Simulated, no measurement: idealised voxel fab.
Process module name: voxel wiring stack
Shown is cross-section cut, with a width of 170 nm and square cells of size 5 nm.
How to read a cross-section here: the picture is a grid of square cells, written as bands going from the top down, and any band can span one or more rows of cells. Heads up on the band format: heights come first, top then bottom, in nm. After that it's the materials left to right, each with its width in nm. A single material flagged "throughout" fills the whole band edge to edge, and "blank" means there's empty space there. Heights from 0 (as-received wafer is one material below). Bottom band endless downward, as "0 and below". A width given as "30 to 40" starts at the first number in the band's top row and ends at the second number in its bottom row, shifting by an equal amount at every step from row to row. "no alterations made" -> step changed no cross-section cell. The list in "Closed void table" covers empty spaces of 8 cells or more that cannot reach the top through any open way, and it gives each as width x height at distance; the distance is from the left edge, and width, height and distance are in nm. Formally, on a step line, whatever follows the settings is a remark that the simulator itself makes on the step. overlay nm: mask right of planned place by this much (step with mask). Neg. = left.
### These are the steps we planned for the process
1) RECEIVE (material Si)
2) CONFORMAL_DEP (material SiO2; thk nm 10)
3) DIRECTIONAL_DEP (material TiN; thk nm 5)
4) DIRECTIONAL_DEP (material Ru; thk nm 25)
5) PATTERN (tone cover; mask id METAL_1; material resist; width nm 20; pitch nm 45; thk nm 20; overlay nm 0)
6) DIRECTIONAL_ETCH (etch materials Ru; depth nm 25)
7) DIRECTIONAL_ETCH (etch materials TiN; depth nm 5)
8) STRIP (etch materials resist)
9) CONFORMAL_DEP (material SiN; thk nm 5)
10) FILL_DEP (material lowk; thk nm 10)
11) CMP (height nm 40)
12) CONFORMAL_DEP (material SiCN; thk nm 5)
13) DIRECTIONAL_DEP (material SiO2; thk nm 10)
14) DIRECTIONAL_DEP (material aC; thk nm 10)
15) PATTERN (tone open; mask id PLUG_1; material resist; width nm 15; pitch nm 45; thk nm 30; overlay nm 0)
16) DIRECTIONAL_ETCH (etch materials aC; depth nm 10)
17) STRIP (etch materials resist)
18) DIRECTIONAL_ETCH (etch materials SiO2; depth nm 10)
19) DIRECTIONAL_ETCH (etch materials SiCN; depth nm 5)
20) STRIP (etch materials aC)
21) CONFORMAL_DEP (material TiN; thk nm 5)
22) FILL_DEP (material Cu; thk nm 5)
23) CMP (height nm 55)
24) DIRECTIONAL_DEP (material TiN; thk nm 5)
25) DIRECTIONAL_DEP (material Ru; thk nm 20)
26) PATTERN (tone cover; mask id METAL_2; material resist; width nm 20; pitch nm 45; thk nm 15; overlay nm 0)
27) DIRECTIONAL_ETCH (etch materials Ru; depth nm 20)
28) DIRECTIONAL_ETCH (etch materials TiN; depth nm 5)
29) STRIP (etch materials resist)
30) FILL_DEP (material lowk; thk nm 5)
31) CMP (height nm 80)
32) CONFORMAL_DEP (material SiCN; thk nm 5)
### The following pertains to the first of two wafers, which was processed as planned
### Wafer cross-section on receipt, i.e. after step 1
    0 and below = Si throughout
    Closed void table: none
### Presented here is a cross-section of the wafer after step 2 has been performed
    10 down to 0 = SiO2 throughout
    All layers under 0 are left as they were.
### Presented here is a cross-section of the wafer after step 3 has been performed
    15 down to 10 = TiN throughout
    All layers under 10 are left as they were.
### Presented here is a cross-section of the wafer after step 4 has been performed
    40 down to 15 = Ru throughout
    All layers under 15 are left as they were.
### Presented here is a cross-section of the wafer after step 5 has been performed
    60 down to 40 = blank 50, then resist 20, then blank 25, then resist 20, then blank 55
    All layers under 40 are left as they were.
### Presented here is a cross-section of the wafer after step 6 has been performed
    60 down to 40 = blank 50, then resist 20, then blank 25, then resist 20, then blank 55
    40 down to 15 = blank 50, then Ru 20, then blank 25, then Ru 20, then blank 55
    All layers under 15 are left as they were.
### Presented here is a cross-section of the wafer after step 7 has been performed
    60 down to 40 = blank 50, then resist 20, then blank 25, then resist 20, then blank 55
    40 down to 15 = blank 50, then Ru 20, then blank 25, then Ru 20, then blank 55
    15 down to 10 = blank 50, then TiN 20, then blank 25, then TiN 20, then blank 55
    All layers under 10 are left as they were.
### Presented here is a cross-section of the wafer after step 8 has been performed
    40 down to 15 = blank 50, then Ru 20, then blank 25, then Ru 20, then blank 55
    All layers under 15 are left as they were.
### Presented here is a cross-section of the wafer after step 9 has been performed
    45 down to 40 = blank 45, then SiN 30, then blank 15, then SiN 30, then blank 50
    40 down to 15 = blank 45, then SiN 5, then Ru 20, then SiN 5, then blank 15, then SiN 5, then Ru 20, then SiN 5, then blank 50
    15 down to 10 = SiN 50, then TiN 20, then SiN 25, then TiN 20, then SiN 55
    All layers under 10 are left as they were.
### Presented here is a cross-section of the wafer after step 10 has been performed
    55 down to 45 = lowk throughout
    45 down to 40 = lowk 45, then SiN 30, then lowk 15, then SiN 30, then lowk 50
    40 down to 15 = lowk 45, then SiN 5, then Ru 20, then SiN 5, then lowk 15, then SiN 5, then Ru 20, then SiN 5, then lowk 50
    All layers under 15 are left as they were.
### Presented here is a cross-section of the wafer after step 11 has been performed
    40 down to 15 = lowk 45, then SiN 5, then Ru 20, then SiN 5, then lowk 15, then SiN 5, then Ru 20, then SiN 5, then lowk 50
    All layers under 15 are left as they were.
### Presented here is a cross-section of the wafer after step 12 has been performed
    45 down to 40 = SiCN throughout
    All layers under 40 are left as they were.
### Presented here is a cross-section of the wafer after step 13 has been performed
    55 down to 45 = SiO2 throughout
    All layers under 45 are left as they were.
### Presented here is a cross-section of the wafer after step 14 has been performed
    65 down to 55 = aC throughout
    All layers under 55 are left as they were.
### Presented here is a cross-section of the wafer after step 15 has been performed
    95 down to 65 = resist 50, then blank 15, then resist 30, then blank 15, then resist 60
    All layers under 65 are left as they were.
### Presented here is a cross-section of the wafer after step 16 has been performed
    85 down to 65 = resist 50, then blank 15, then resist 30, then blank 15, then resist 60
    65 down to 55 = aC 50, then blank 15, then aC 30, then blank 15, then aC 60
    All layers under 55 are left as they were.
### Presented here is a cross-section of the wafer after step 17 has been performed
    65 down to 55 = aC 50, then blank 15, then aC 30, then blank 15, then aC 60
    All layers under 55 are left as they were.
### Presented here is a cross-section of the wafer after step 18 has been performed
    65 down to 55 = aC 50, then blank 15, then aC 30, then blank 15, then aC 60
    55 down to 45 = SiO2 50, then blank 15, then SiO2 30, then blank 15, then SiO2 60
    All layers under 45 are left as they were.
### Presented here is a cross-section of the wafer after step 19 has been performed
    65 down to 55 = aC 50, then blank 15, then aC 30, then blank 15, then aC 60
    55 down to 45 = SiO2 50, then blank 15, then SiO2 30, then blank 15, then SiO2 60
    45 down to 40 = SiCN 50, then blank 15, then SiCN 30, then blank 15, then SiCN 60
    All layers under 40 are left as they were.
### Presented here is a cross-section of the wafer after step 20 has been performed
    55 down to 45 = SiO2 50, then blank 15, then SiO2 30, then blank 15, then SiO2 60
    All layers under 45 are left as they were.
### Presented here is a cross-section of the wafer after step 21 has been performed
    60 down to 55 = TiN 55, then blank 5, then TiN 40, then blank 5, then TiN 65
    55 down to 45 = SiO2 50, then TiN 5, then blank 5, then TiN 5, then SiO2 30, then TiN 5, then blank 5, then TiN 5, then SiO2 60
    45 down to 40 = SiCN 50, then TiN 15, then SiCN 30, then TiN 15, then SiCN 60
    All layers under 40 are left as they were.
### Presented here is a cross-section of the wafer after step 22 has been performed
    65 down to 60 = Cu throughout
    60 down to 55 = TiN 55, then Cu 5, then TiN 40, then Cu 5, then TiN 65
    55 down to 45 = SiO2 50, then TiN 5, then Cu 5, then TiN 5, then SiO2 30, then TiN 5, then Cu 5, then TiN 5, then SiO2 60
    All layers under 45 are left as they were.
### Presented here is a cross-section of the wafer after step 23 has been performed
    55 down to 45 = SiO2 50, then TiN 5, then Cu 5, then TiN 5, then SiO2 30, then TiN 5, then Cu 5, then TiN 5, then SiO2 60
    All layers under 45 are left as they were.
### Presented here is a cross-section of the wafer after step 24 has been performed
    60 down to 55 = TiN throughout
    All layers under 55 are left as they were.
### Presented here is a cross-section of the wafer after step 25 has been performed
    80 down to 60 = Ru throughout
    All layers under 60 are left as they were.
### Presented here is a cross-section of the wafer after step 26 has been performed
    95 down to 80 = blank 50, then resist 20, then blank 25, then resist 20, then blank 55
    All layers under 80 are left as they were.
### Presented here is a cross-section of the wafer after step 27 has been performed
    95 down to 80 = blank 50, then resist 20, then blank 25, then resist 20, then blank 55
    80 down to 60 = blank 50, then Ru 20, then blank 25, then Ru 20, then blank 55
    All layers under 60 are left as they were.
### Presented here is a cross-section of the wafer after step 28 has been performed
    95 down to 80 = blank 50, then resist 20, then blank 25, then resist 20, then blank 55
    80 down to 60 = blank 50, then Ru 20, then blank 25, then Ru 20, then blank 55
    60 down to 55 = blank 50, then TiN 20, then blank 25, then TiN 20, then blank 55
    All layers under 55 are left as they were.
### Presented here is a cross-section of the wafer after step 29 has been performed
    80 down to 60 = blank 50, then Ru 20, then blank 25, then Ru 20, then blank 55
    All layers under 60 are left as they were.
### Presented here is a cross-section of the wafer after step 30 has been performed
    85 down to 80 = lowk throughout
    80 down to 60 = lowk 50, then Ru 20, then lowk 25, then Ru 20, then lowk 55
    60 down to 55 = lowk 50, then TiN 20, then lowk 25, then TiN 20, then lowk 55
    All layers under 55 are left as they were.
### Presented here is a cross-section of the wafer after step 31 has been performed
    80 down to 60 = lowk 50, then Ru 20, then lowk 25, then Ru 20, then lowk 55
    All layers under 60 are left as they were.
### Presented here is a cross-section of the wafer after step 32 has been performed
    85 down to 80 = SiCN throughout
    All layers under 80 are left as they were.
### Second Wafer (Identical Start and Plan, One Processing Error; Matches First Wafer Through Step 2)
Cross-section of the second wafer corresponding to the planned conclusion of step 3: no alterations made
### Cross-section of the second wafer corresponding to the planned conclusion of step 4
    35 down to 10 = Ru throughout
    All layers under 10 are left as they were.
### Cross-section of the second wafer corresponding to the planned conclusion of step 5
    55 down to 35 = blank 50, then resist 20, then blank 25, then resist 20, then blank 55
    All layers under 35 are left as they were.
### Cross-section of the second wafer corresponding to the planned conclusion of step 6
    55 down to 35 = blank 50, then resist 20, then blank 25, then resist 20, then blank 55
    35 down to 10 = blank 50, then Ru 20, then blank 25, then Ru 20, then blank 55
    All layers under 10 are left as they were.
Cross-section of the second wafer corresponding to the planned conclusion of step 7: no alterations made
### Cross-section of the second wafer corresponding to the planned conclusion of step 8
    35 down to 10 = blank 50, then Ru 20, then blank 25, then Ru 20, then blank 55
    All layers under 10 are left as they were.
### Cross-section of the second wafer corresponding to the planned conclusion of step 9
    40 down to 35 = blank 45, then SiN 30, then blank 15, then SiN 30, then blank 50
    35 down to 15 = blank 45, then SiN 5, then Ru 20, then SiN 5, then blank 15, then SiN 5, then Ru 20, then SiN 5, then blank 50
    15 down to 10 = SiN 50, then Ru 20, then SiN 25, then Ru 20, then SiN 55
    All layers under 10 are left as they were.
### Cross-section of the second wafer corresponding to the planned conclusion of step 10
    50 down to 40 = lowk throughout
    40 down to 35 = lowk 45, then SiN 30, then lowk 15, then SiN 30, then lowk 50
    35 down to 15 = lowk 45, then SiN 5, then Ru 20, then SiN 5, then lowk 15, then SiN 5, then Ru 20, then SiN 5, then lowk 50
    All layers under 15 are left as they were.
### Cross-section of the second wafer corresponding to the planned conclusion of step 11
    40 down to 35 = lowk 45, then SiN 30, then lowk 15, then SiN 30, then lowk 50
    All layers under 35 are left as they were.
### Cross-section of the second wafer corresponding to the planned conclusion of step 12
    45 down to 40 = SiCN throughout
    All layers under 40 are left as they were.
### Cross-section of the second wafer corresponding to the planned conclusion of step 13
    55 down to 45 = SiO2 throughout
    All layers under 45 are left as they were.
### Cross-section of the second wafer corresponding to the planned conclusion of step 14
    65 down to 55 = aC throughout
    All layers under 55 are left as they were.
### Cross-section of the second wafer corresponding to the planned conclusion of step 15
    95 down to 65 = resist 50, then blank 15, then resist 30, then blank 15, then resist 60
    All layers under 65 are left as they were.
### Cross-section of the second wafer corresponding to the planned conclusion of step 16
    85 down to 65 = resist 50, then blank 15, then resist 30, then blank 15, then resist 60
    65 down to 55 = aC 50, then blank 15, then aC 30, then blank 15, then aC 60
    All layers under 55 are left as they were.
### Cross-section of the second wafer corresponding to the planned conclusion of step 17
    65 down to 55 = aC 50, then blank 15, then aC 30, then blank 15, then aC 60
    All layers under 55 are left as they were.
### Cross-section of the second wafer corresponding to the planned conclusion of step 18
    65 down to 55 = aC 50, then blank 15, then aC 30, then blank 15, then aC 60
    55 down to 45 = SiO2 50, then blank 15, then SiO2 30, then blank 15, then SiO2 60
    All layers under 45 are left as they were.
### Cross-section of the second wafer corresponding to the planned conclusion of step 19
    65 down to 55 = aC 50, then blank 15, then aC 30, then blank 15, then aC 60
    55 down to 45 = SiO2 50, then blank 15, then SiO2 30, then blank 15, then SiO2 60
    45 down to 40 = SiCN 50, then blank 15, then SiCN 30, then blank 15, then SiCN 60
    All layers under 40 are left as they were.
### Cross-section of the second wafer corresponding to the planned conclusion of step 20
    55 down to 45 = SiO2 50, then blank 15, then SiO2 30, then blank 15, then SiO2 60
    All layers under 45 are left as they were.
### Cross-section of the second wafer corresponding to the planned conclusion of step 21
    60 down to 55 = TiN 55, then blank 5, then TiN 40, then blank 5, then TiN 65
    55 down to 45 = SiO2 50, then TiN 5, then blank 5, then TiN 5, then SiO2 30, then TiN 5, then blank 5, then TiN 5, then SiO2 60
    45 down to 40 = SiCN 50, then TiN 15, then SiCN 30, then TiN 15, then SiCN 60
    All layers under 40 are left as they were.
### Cross-section of the second wafer corresponding to the planned conclusion of step 22
    65 down to 60 = Cu throughout
    60 down to 55 = TiN 55, then Cu 5, then TiN 40, then Cu 5, then TiN 65
    55 down to 45 = SiO2 50, then TiN 5, then Cu 5, then TiN 5, then SiO2 30, then TiN 5, then Cu 5, then TiN 5, then SiO2 60
    All layers under 45 are left as they were.
### Cross-section of the second wafer corresponding to the planned conclusion of step 23
    55 down to 45 = SiO2 50, then TiN 5, then Cu 5, then TiN 5, then SiO2 30, then TiN 5, then Cu 5, then TiN 5, then SiO2 60
    All layers under 45 are left as they were.
### Cross-section of the second wafer corresponding to the planned conclusion of step 24
    60 down to 55 = TiN throughout
    All layers under 55 are left as they were.
### Cross-section of the second wafer corresponding to the planned conclusion of step 25
    80 down to 60 = Ru throughout
    All layers under 60 are left as they were.
### Cross-section of the second wafer corresponding to the planned conclusion of step 26
    95 down to 80 = blank 50, then resist 20, then blank 25, then resist 20, then blank 55
    All layers under 80 are left as they were.
### Cross-section of the second wafer corresponding to the planned conclusion of step 27
    95 down to 80 = blank 50, then resist 20, then blank 25, then resist 20, then blank 55
    80 down to 60 = blank 50, then Ru 20, then blank 25, then Ru 20, then blank 55
    All layers under 60 are left as they were.
### Cross-section of the second wafer corresponding to the planned conclusion of step 28
    95 down to 80 = blank 50, then resist 20, then blank 25, then resist 20, then blank 55
    80 down to 60 = blank 50, then Ru 20, then blank 25, then Ru 20, then blank 55
    60 down to 55 = blank 50, then TiN 20, then blank 25, then TiN 20, then blank 55
    All layers under 55 are left as they were.
### Cross-section of the second wafer corresponding to the planned conclusion of step 29
    80 down to 60 = blank 50, then Ru 20, then blank 25, then Ru 20, then blank 55
    All layers under 60 are left as they were.
### Cross-section of the second wafer corresponding to the planned conclusion of step 30
    85 down to 80 = lowk throughout
    80 down to 60 = lowk 50, then Ru 20, then lowk 25, then Ru 20, then lowk 55
    60 down to 55 = lowk 50, then TiN 20, then lowk 25, then TiN 20, then lowk 55
    All layers under 55 are left as they were.
### Cross-section of the second wafer corresponding to the planned conclusion of step 31
    80 down to 60 = lowk 50, then Ru 20, then lowk 25, then Ru 20, then lowk 55
    All layers under 60 are left as they were.
### Cross-section of the second wafer corresponding to the planned conclusion of step 32
    85 down to 80 = SiCN throughout
    All layers under 80 are left as they were.
what went wrong: plan step 3: skipped, not run
Looking at both finished wafers in cells, the second ends up ahead of or behind the first on some materials: SiN: 8 more; TiN: 8 fewer
